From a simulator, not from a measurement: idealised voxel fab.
process module | voxel spacer lines
cross-section cut | 210 nm wide | cells 5 nm
A cross-section is a grid of square cells, given in bands from the top down. A band is one or more rows of cells.
Each band's line starts with the height of the band's top and of its bottom, in nm. Then come its materials from left to right, each with its width in nm. One material with "throughout" fills the band from edge to edge. "air" is empty space.
Height 0 is the level under which the wafer as received is all one material. The lowest band goes on downwards, as in "0 down".
A width such as "30 to 40" changes by the same amount from each row of cells to the next, from the band's top row to its bottom row.
"no change" after a step means that no cell of the cross-section changed.
closed voids: empty space of 8 cells or more with no open way to the top, each as width x height at its distance from the left edge, in nm
after a step's settings: what the simulator itself notes on the step
overlay nm, on a step with a mask: how far to the right of its planned place the mask lay; to the left if negative
plan
1 op RECEIVE | material Si
2 op CONFORMAL_DEP | material Al2O3 | thk nm 5
3 op DIRECTIONAL_DEP | material polySi | thk nm 20
4 op DIRECTIONAL_DEP | material aC | thk nm 30
5 op PATTERN | tone cover | mask id MANDREL | material resist | width nm 25 | pitch nm 70 | thk nm 40 | overlay nm -15
6 op DIRECTIONAL_ETCH | etch materials aC | depth nm 30
7 op STRIP | etch materials resist
8 op CONFORMAL_DEP | material SiN | thk nm 10
9 op DIRECTIONAL_ETCH | etch materials SiN | depth nm 10
10 op STRIP | etch materials aC
11 op DIRECTIONAL_ETCH | etch materials polySi | depth nm 20
12 op STRIP | etch materials SiN
13 op FILL_DEP | material SiO2 | thk nm 5
14 op CMP | height nm 25
varied across the wafers: overlay nm of step 5. The plan shows the first wafer's value. All wafers start alike
first wafer as received, after step 1
  0 down: Si throughout
  closed voids: none
each wafer at the end: cells of each material gained (+) or lost (-) since it was received, then its closed voids
overlay nm -15 | +42 Al2O3 | +136 SiO2 | +32 polySi | closed voids: none
overlay nm -10 | +42 Al2O3 | +136 SiO2 | +32 polySi | closed voids: none
overlay nm -5 | +42 Al2O3 | +136 SiO2 | +32 polySi | closed voids: none
overlay nm 0 | +42 Al2O3 | +136 SiO2 | +32 polySi | closed voids: none
overlay nm 5 | +42 Al2O3 | +136 SiO2 | +32 polySi | closed voids: none
overlay nm 10 | +42 Al2O3 | +136 SiO2 | +32 polySi | closed voids: none
overlay nm 15 | +42 Al2O3 | +136 SiO2 | +32 polySi | closed voids: none
